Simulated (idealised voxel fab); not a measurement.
process module | voxel ribs on slabs
cross-section cut | 270 nm wide | cells 5 nm
A cross-section is a grid of square cells, given in bands from the top down. A band is one or more rows of cells.
Each band's line starts with the height of the band's top and of its bottom, in nm. Then come its materials from left to right, each with its width in nm. One material with "throughout" fills the band from edge to edge. "air" is empty space.
Height 0 is the level under which the wafer as received is all one material. The lowest band goes on downwards, as in "0 down".
A width such as "30 to 40" changes by the same amount from each row of cells to the next, from the band's top row to its bottom row.
"no change" after a step means that no cell of the cross-section changed.
closed voids: empty space of 8 cells or more with no open way to the top, each as width x height at its distance from the left edge, in nm
after a step's settings: what the simulator itself notes on the step
overlay nm, on a step with a mask: how far to the right of its planned place the mask lay; to the left if negative
plan
1 op RECEIVE | material Si
2 op DIRECTIONAL_DEP | material SiO2 | thk nm 30
3 op DIRECTIONAL_DEP | material SiN | thk nm 20
4 op DIRECTIONAL_DEP | material aC | thk nm 10
5 op PATTERN | tone cover | mask id RIB | material resist | width nm 15 | thk nm 30 | overlay nm 0
6 op DIRECTIONAL_ETCH | etch materials aC | depth nm 10
7 op STRIP | etch materials resist
8 op DIRECTIONAL_ETCH | etch materials SiN | depth nm 15
9 op STRIP | etch materials aC
10 op MASKED_ETCH | tone cover | mask id SLAB | width nm 75 | etch materials SiN | depth nm 5 | overlay nm 0
11 op FILL_DEP | material SiO2 | thk nm 25
12 op CMP | height nm 70
13 op DIRECTIONAL_DEP | material W | thk nm 5
14 op MASKED_ETCH | tone cover | mask id HEATER | width nm 25 | etch materials W | depth nm 5 | overlay nm 0
15 op CONFORMAL_DEP | material SiO2 | thk nm 5
first wafer, as planned
as received, after step 1
  0 down: Si throughout
  closed voids: none
after step 2
  30 to 0: SiO2 throughout
  below 0: unchanged
after step 3
  50 to 30: SiN throughout
  below 30: unchanged
after step 4
  60 to 50: aC throughout
  below 50: unchanged
after step 5
  90 to 60: air 125 | resist 15 | air 130
  below 60: unchanged
after step 6
  80 to 60: air 125 | resist 15 | air 130
  60 to 50: air 125 | aC 15 | air 130
  below 50: unchanged
after step 7
  60 to 50: air 125 | aC 15 | air 130
  below 50: unchanged
after step 8
  60 to 50: air 125 | aC 15 | air 130
  50 to 35: air 125 | SiN 15 | air 130
  below 35: unchanged
after step 9
  50 to 35: air 125 | SiN 15 | air 130
  below 35: unchanged
after step 10
  50 to 35: air 125 | SiN 15 | air 130
  35 to 30: air 95 | SiN 75 | air 100
  below 30: unchanged
after step 11
  75 to 50: SiO2 throughout
  50 to 35: SiO2 125 | SiN 15 | SiO2 130
  35 to 30: SiO2 95 | SiN 75 | SiO2 100
  below 30: unchanged
after step 12
  70 to 50: SiO2 throughout
  below 50: unchanged
after step 13
  75 to 70: W throughout
  below 70: unchanged
after step 14
  75 to 70: air 120 | W 25 | air 125
  below 70: unchanged
after step 15
  80 to 75: air 115 | SiO2 35 | air 120
  75 to 70: SiO2 120 | W 25 | SiO2 125
  below 70: unchanged
second wafer: like start, like plan, one mistake. Through step 1 it matches the first wafer
when step 2 should have ended
  60 to 0: SiO2 throughout
  below 0: unchanged
when step 3 should have ended
  80 to 60: SiN throughout
  below 60: unchanged
when step 4 should have ended
  90 to 80: aC throughout
  below 80: unchanged
when step 5 should have ended
  120 to 90: air 125 | resist 15 | air 130
  below 90: unchanged
when step 6 should have ended
  110 to 90: air 125 | resist 15 | air 130
  90 to 80: air 125 | aC 15 | air 130
  below 80: unchanged
when step 7 should have ended
  90 to 80: air 125 | aC 15 | air 130
  below 80: unchanged
when step 8 should have ended
  90 to 80: air 125 | aC 15 | air 130
  80 to 65: air 125 | SiN 15 | air 130
  below 65: unchanged
when step 9 should have ended
  80 to 65: air 125 | SiN 15 | air 130
  below 65: unchanged
when step 10 should have ended
  80 to 65: air 125 | SiN 15 | air 130
  65 to 60: air 95 | SiN 75 | air 100
  below 60: unchanged
when step 11 should have ended
  105 to 80: SiO2 throughout
  80 to 65: SiO2 125 | SiN 15 | SiO2 130
  65 to 60: SiO2 95 | SiN 75 | SiO2 100
  below 60: unchanged
when step 12 should have ended
  70 to 60: SiO2 125 to 95 | SiN 15 to 75 | SiO2 130 to 100
  below 60: unchanged
when step 13 should have ended
  75 to 70: W throughout
  below 70: unchanged
when step 14 should have ended
  75 to 70: air 120 | W 25 | air 125
  below 70: unchanged
when step 15 should have ended
  80 to 75: air 115 | SiO2 35 | air 120
  75 to 70: SiO2 120 | W 25 | SiO2 125
  below 70: unchanged
what went wrong: step 2 was run twice
at the end the second wafer has, in cells: 6 fewer of SiN | 6 more of SiO2
